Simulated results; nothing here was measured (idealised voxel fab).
process module | voxel self aligned vias
In the cross-section labelled cut, the width is 245 nm and each square cell is 5 nm.
Cross-section format: a grid of square cells, given as bands from top to bottom; each band is one or more rows of cells. Basically the band line says how high the top is and how high the bottom is, in nm, and then what's in it from left to right, every material with its width in nm. Empty space shows up as "empty", and if a single material carries "throughout" it runs the full band edge to edge. Heights are expressed relative to 0, this being the level below which the as-received wafer comprises one material exclusively. The lowest band is unbounded in the downward direction and is denoted as in "0..down". Width "30 to 40": first value at the band's top row of cells, second value at its bottom row, equal change from row to row. "changes: none" (step): cross-section cells unchanged, all of them. closed voids: empty space of 8 cells or more with no open way to the top, each as width x height at its distance from the left edge, in nm. That trailing text on a step's line, after the settings, is the simulator's own remark on the step. overlay nm, on a step with a mask: how far to the right of its planned place the mask lay; to the left if negative.

Planned step list for the process
1 RECEIVE,material Si
2 CONFORMAL_DEP,material SiO2,thk nm 15
3 CONFORMAL_DEP,material SiCN,thk nm 5
4 DIRECTIONAL_DEP,material SiO2,thk nm 25
5 MASKED_ETCH,tone open,mask id LINES,width nm 25,pitch nm 65,etch materials SiO2,depth nm 25,overlay nm 0
6 CONFORMAL_DEP,material TiN,thk nm 5
7 FILL_DEP,material Ru,thk nm 5
8 CMP,height nm 45
9 SELECTIVE_ETCH,etch materials W Ru TiN,depth nm 5
10 FILL_DEP,material SiN,thk nm 5
11 CMP,height nm 45
12 DIRECTIONAL_DEP,material SiO2,thk nm 15
13 DIRECTIONAL_DEP,material aC,thk nm 10
14 PATTERN,tone open,mask id VIAS,material resist,width nm 45,pitch nm 130,thk nm 25,overlay nm 0
15 DIRECTIONAL_ETCH,etch materials aC,depth nm 10
16 STRIP,etch materials resist
17 DIRECTIONAL_ETCH,etch materials SiO2,depth nm 15
18 DIRECTIONAL_ETCH,etch materials SiN,depth nm 5
19 STRIP,etch materials aC
20 CONFORMAL_DEP,material TiN,thk nm 5
21 FILL_DEP,material Ru,thk nm 10
22 CMP,height nm 60
23 CONFORMAL_DEP,material SiN,thk nm 5

Wafer at receipt (post step 1), cross-section
- 0..down: Si throughout
- closed voids: none

Cross-section: first of two wafers, module finished, run according to plan
- 65..60: SiN throughout
- 60..50: 35 nm SiO2; 5 nm TiN; 35 nm Ru; 5 nm TiN; 85 nm SiO2; 5 nm TiN; 35 nm Ru; 5 nm TiN; 35 nm SiO2
- 50..45: 35 nm SiO2; 15 nm TiN; 15 nm Ru; 15 nm TiN; 85 nm SiO2; 15 nm TiN; 15 nm Ru; 15 nm TiN; 35 nm SiO2
- 45..40: 45 nm SiO2; 25 nm TiN; 40 nm SiO2; 25 nm SiN; 40 nm SiO2; 25 nm TiN; 45 nm SiO2
- 40..25: 45 nm SiO2; 5 nm TiN; 15 nm Ru; 5 nm TiN; 40 nm SiO2; 5 nm TiN; 15 nm Ru; 5 nm TiN; 40 nm SiO2; 5 nm TiN; 15 nm Ru; 5 nm TiN; 45 nm SiO2
- 25..20: 45 nm SiO2; 25 nm TiN; 40 nm SiO2; 25 nm TiN; 40 nm SiO2; 25 nm TiN; 45 nm SiO2
- 20..15: SiCN throughout
- 15..0: SiO2 throughout
- 0..down: Si throughout
- closed voids: none

Second wafer cross-section at end of module - shared start and plan with the first, one mistake in the run
- 65..60: SiN throughout
- 60..45: 35 nm SiO2; 5 nm TiN; 35 nm Ru; 5 nm TiN; 85 nm SiO2; 5 nm TiN; 35 nm Ru; 5 nm TiN; 35 nm SiO2
- 45..40: 35 nm SiN; 45 nm TiN; 85 nm SiN; 45 nm TiN; 35 nm SiN
- 40..20: 45 nm SiO2; 5 nm TiN; 15 nm Ru; 5 nm TiN; 40 nm SiO2; 5 nm TiN; 15 nm Ru; 5 nm TiN; 40 nm SiO2; 5 nm TiN; 15 nm Ru; 5 nm TiN; 45 nm SiO2
- 20..15: 45 nm SiO2; 25 nm TiN; 40 nm SiO2; 25 nm TiN; 40 nm SiO2; 25 nm TiN; 45 nm SiO2
- 15..0: SiO2 throughout
- 0..down: Si throughout
- closed voids: none
what went wrong: execution of step 3 of the plan did not take place, the step having been omitted
The final cell counts differ between the wafers, with the second having more or fewer of some materials than the first: +17 Ru; -49 SiCN; +26 SiN; +6 TiN
